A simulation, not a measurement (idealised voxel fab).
Presented below is a process module, voxel plated lines.
cross-section cut | 230 nm wide | cells 5 nm
Square cells in a grid make up a cross-section in this document, and the grid is given as bands, listed from the top down, each one or more rows of cells.
It is stipulated that each band's entry specify, in nanometres, the height of the top of the band and then that of its bottom, followed by the materials of the band in left-to-right sequence, each together with its width in nanometres. A single material marked by the word "edge to edge" is understood to fill the band from edge to edge; the word "air" is understood to denote empty space.
Height reference: 0 = level under which incoming wafer is all one material. Lowest band: no bottom, runs on downward, e.g. "0 -> down".
Top row gets the first number, bottom row gets the second, and each row in between changes by the same step: that is how a band width like "30..40" works.
The cross-section has no changed cell in any step marked "everything unchanged".
Basically, "Closed cavity list" tells you about the enclosed voids: empty spaces with no open way to the top, 8 cells or bigger, each written width x height at distance, where distance is from the left edge, all in nm.
Past the settings on a step's line: simulator remark, on that step.
overlay nm: step with mask; distance mask lay right of planned place; negative value = left of planned place.
## Process steps - plan
1) RECEIVE with material Si
2) CONFORMAL_DEP with material SiN, thk nm 15
3) DIRECTIONAL_DEP with material TiN, thk nm 5
4) PATTERN with tone open, mask id LINES, material resist, width nm 15, pitch nm 35, thk nm 20, overlay nm 0
5) EPI with material Ru, thk nm 5
6) STRIP with etch materials resist
7) DIRECTIONAL_ETCH with etch materials TiN, depth nm 5
8) CONFORMAL_DEP with material SiN, thk nm 10
## The following pertains to the first of two wafers, which was processed as planned
## Wafer as received: cross-section following step 1
0 -> down = Si edge to edge
Closed cavity list: none
## You're looking at a cross-section of the wafer after step 2
15 -> 0 = SiN edge to edge
Note: structure below 0 unchanged.
## You're looking at a cross-section of the wafer after step 3
20 -> 15 = TiN edge to edge
Note: structure below 15 unchanged.
## You're looking at a cross-section of the wafer after step 4
40 -> 20 = resist=55, then air=15, then resist=20, then air=15, then resist=20, then air=15, then resist=20, then air=15, then resist=55
Note: structure below 20 unchanged.
## You're looking at a cross-section of the wafer after step 5
40 -> 25 = resist=55, then air=15, then resist=20, then air=15, then resist=20, then air=15, then resist=20, then air=15, then resist=55
25 -> 20 = resist=55, then Ru=15, then resist=20, then Ru=15, then resist=20, then Ru=15, then resist=20, then Ru=15, then resist=55
Note: structure below 20 unchanged.
## You're looking at a cross-section of the wafer after step 6
25 -> 20 = air=55, then Ru=15, then air=20, then Ru=15, then air=20, then Ru=15, then air=20, then Ru=15, then air=55
Note: structure below 20 unchanged.
## You're looking at a cross-section of the wafer after step 7
25 -> 20 = air=55, then Ru=15, then air=20, then Ru=15, then air=20, then Ru=15, then air=20, then Ru=15, then air=55
20 -> 15 = air=55, then TiN=15, then air=20, then TiN=15, then air=20, then TiN=15, then air=20, then TiN=15, then air=55
Note: structure below 15 unchanged.
## You're looking at a cross-section of the wafer after step 8
35 -> 25 = air=45, then SiN=140, then air=45
25 -> 20 = SiN=55, then Ru=15, then SiN=20, then Ru=15, then SiN=20, then Ru=15, then SiN=20, then Ru=15, then SiN=55
20 -> 15 = SiN=55, then TiN=15, then SiN=20, then TiN=15, then SiN=20, then TiN=15, then SiN=20, then TiN=15, then SiN=55
Note: structure below 15 unchanged.
## The second wafer: identical to the first at the outset and in its planned sequence, differing only in that one mistake was made during processing; up to and including step 3, its path is the first wafer's path
## Cross-section of the second wafer at the time step 4 of the plan should have ended
40 -> 20 = air=55, then resist=15, then air=20, then resist=15, then air=20, then resist=15, then air=20, then resist=15, then air=55
Note: structure below 20 unchanged.
## Cross-section of the second wafer at the time step 5 of the plan should have ended
40 -> 25 = air=55, then resist=15, then air=20, then resist=15, then air=20, then resist=15, then air=20, then resist=15, then air=55
25 -> 20 = Ru=55, then resist=15, then Ru=20, then resist=15, then Ru=20, then resist=15, then Ru=20, then resist=15, then Ru=55
Note: structure below 20 unchanged.
## Cross-section of the second wafer at the time step 6 of the plan should have ended
25 -> 20 = Ru=55, then air=15, then Ru=20, then air=15, then Ru=20, then air=15, then Ru=20, then air=15, then Ru=55
Note: structure below 20 unchanged.
## Cross-section of the second wafer at the time step 7 of the plan should have ended
25 -> 20 = Ru=55, then air=15, then Ru=20, then air=15, then Ru=20, then air=15, then Ru=20, then air=15, then Ru=55
20 -> 15 = TiN=55, then air=15, then TiN=20, then air=15, then TiN=20, then air=15, then TiN=20, then air=15, then TiN=55
Note: structure below 15 unchanged.
## Cross-section of the second wafer at the time step 8 of the plan should have ended
35 -> 25 = SiN edge to edge
25 -> 20 = Ru=55, then SiN=15, then Ru=20, then SiN=15, then Ru=20, then SiN=15, then Ru=20, then SiN=15, then Ru=55
20 -> 15 = TiN=55, then SiN=15, then TiN=20, then SiN=15, then TiN=20, then SiN=15, then TiN=20, then SiN=15, then TiN=55
Note: structure below 15 unchanged.
Short version of what went wrong: step 4 was run on a setting that differed from the plan, and what really ran there is PATTERN with tone cover, mask id LINES, material resist, width nm 15, pitch nm 35, thk nm 20, overlay nm 0
End of process, cell counts, second wafer against first, materials with more or fewer: +22 Ru | -8 SiN | +22 TiN
